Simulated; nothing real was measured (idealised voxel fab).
process module | voxel ribs on slabs
cross-section cut | 270 nm wide | cells 5 nm
A cross-section is a grid of square cells, given in bands from the top down. A band is one or more rows of cells.
Each band's line starts with the height of the band's top and of its bottom, in nm. Then come its materials from left to right, each with its width in nm. One material with "throughout" fills the band from edge to edge. "air" is empty space.
Height 0 is the level under which the wafer as received is all one material. The lowest band goes on downwards, as in "0 down".
A width such as "30 to 40" changes by the same amount from each row of cells to the next, from the band's top row to its bottom row.
"no change" after a step means that no cell of the cross-section changed.
closed voids: empty space of 8 cells or more with no open way to the top, each as width x height at its distance from the left edge, in nm
after a step's settings: what the simulator itself notes on the step
overlay nm, on a step with a mask: how far to the right of its planned place the mask lay; to the left if negative
plan
1 op RECEIVE | material Si
2 op DIRECTIONAL_DEP | material SiO2 | thk nm 30
3 op DIRECTIONAL_DEP | material SiN | thk nm 20
4 op PATTERN | tone cover | mask id RIB | material resist | width nm 25 | thk nm 20 | overlay nm 0
5 op DIRECTIONAL_ETCH | etch materials SiN | depth nm 15
6 op STRIP | etch materials resist
7 op PATTERN | tone cover | mask id SLAB | material resist | width nm 55 | thk nm 20 | overlay nm 0
8 op DIRECTIONAL_ETCH | etch materials SiN | depth nm 5
9 op STRIP | etch materials resist
10 op FILL_DEP | material SiO2 | thk nm 15
11 op CMP | height nm 60
12 op DIRECTIONAL_DEP | material W | thk nm 10
13 op MASKED_ETCH | tone cover | mask id HEATER | width nm 35 | etch materials W | depth nm 10 | overlay nm 0
14 op CONFORMAL_DEP | material SiN | thk nm 5
first wafer, as planned
as received, after step 1
  0 down: Si throughout
  closed voids: none
after step 2
  30 to 0: SiO2 throughout
  below 0: unchanged
after step 3
  50 to 30: SiN throughout
  below 30: unchanged
after step 4
  70 to 50: air 120 | resist 25 | air 125
  below 50: unchanged
after step 5
  70 to 50: air 120 | resist 25 | air 125
  50 to 35: air 120 | SiN 25 | air 125
  below 35: unchanged
after step 6
  50 to 35: air 120 | SiN 25 | air 125
  below 35: unchanged
after step 7
  70 to 50: air 105 | resist 55 | air 110
  50 to 35: air 105 | resist 15 | SiN 25 | resist 15 | air 110
  below 35: unchanged
after step 8
  70 to 50: air 105 | resist 55 | air 110
  50 to 35: air 105 | resist 15 | SiN 25 | resist 15 | air 110
  35 to 30: air 105 | SiN 55 | air 110
  below 30: unchanged
after step 9
  50 to 35: air 120 | SiN 25 | air 125
  below 35: unchanged
after step 10
  65 to 50: SiO2 throughout
  50 to 35: SiO2 120 | SiN 25 | SiO2 125
  35 to 30: SiO2 105 | SiN 55 | SiO2 110
  below 30: unchanged
after step 11
  60 to 50: SiO2 throughout
  below 50: unchanged
after step 12
  70 to 60: W throughout
  below 60: unchanged
after step 13
  70 to 60: air 115 | W 35 | air 120
  below 60: unchanged
after step 14
  75 to 70: air 110 | SiN 45 | air 115
  70 to 65: air 110 | SiN 5 | W 35 | SiN 5 | air 115
  65 to 60: SiN 115 | W 35 | SiN 120
  below 60: unchanged
second wafer: like start, like plan, one mistake. Through step 6 it matches the first wafer
when step 7 should have ended
  70 to 50: air 95 | resist 55 | air 120
  50 to 35: air 95 | resist 25 | SiN 25 | resist 5 | air 120
  below 35: unchanged
when step 8 should have ended
  70 to 50: air 95 | resist 55 | air 120
  50 to 35: air 95 | resist 25 | SiN 25 | resist 5 | air 120
  35 to 30: air 95 | SiN 55 | air 120
  below 30: unchanged
when step 9 should have ended
  50 to 35: air 120 | SiN 25 | air 125
  below 35: unchanged
when step 10 should have ended
  65 to 50: SiO2 throughout
  50 to 35: SiO2 120 | SiN 25 | SiO2 125
  35 to 30: SiO2 95 | SiN 55 | SiO2 120
  below 30: unchanged
when step 11 should have ended
  60 to 50: SiO2 throughout
  below 50: unchanged
when step 12 should have ended
  70 to 60: W throughout
  below 60: unchanged
when step 13 should have ended
  70 to 60: air 115 | W 35 | air 120
  below 60: unchanged
when step 14 should have ended
  75 to 70: air 110 | SiN 45 | air 115
  70 to 65: air 110 | SiN 5 | W 35 | SiN 5 | air 115
  65 to 60: SiN 115 | W 35 | SiN 120
  below 60: unchanged
what went wrong: step 7 ran as: op PATTERN | tone cover | mask id SLAB | material resist | width nm 55 | thk nm 20 | overlay nm -10
at the end the second wafer has, in cells: as many of each material as the first, in other places
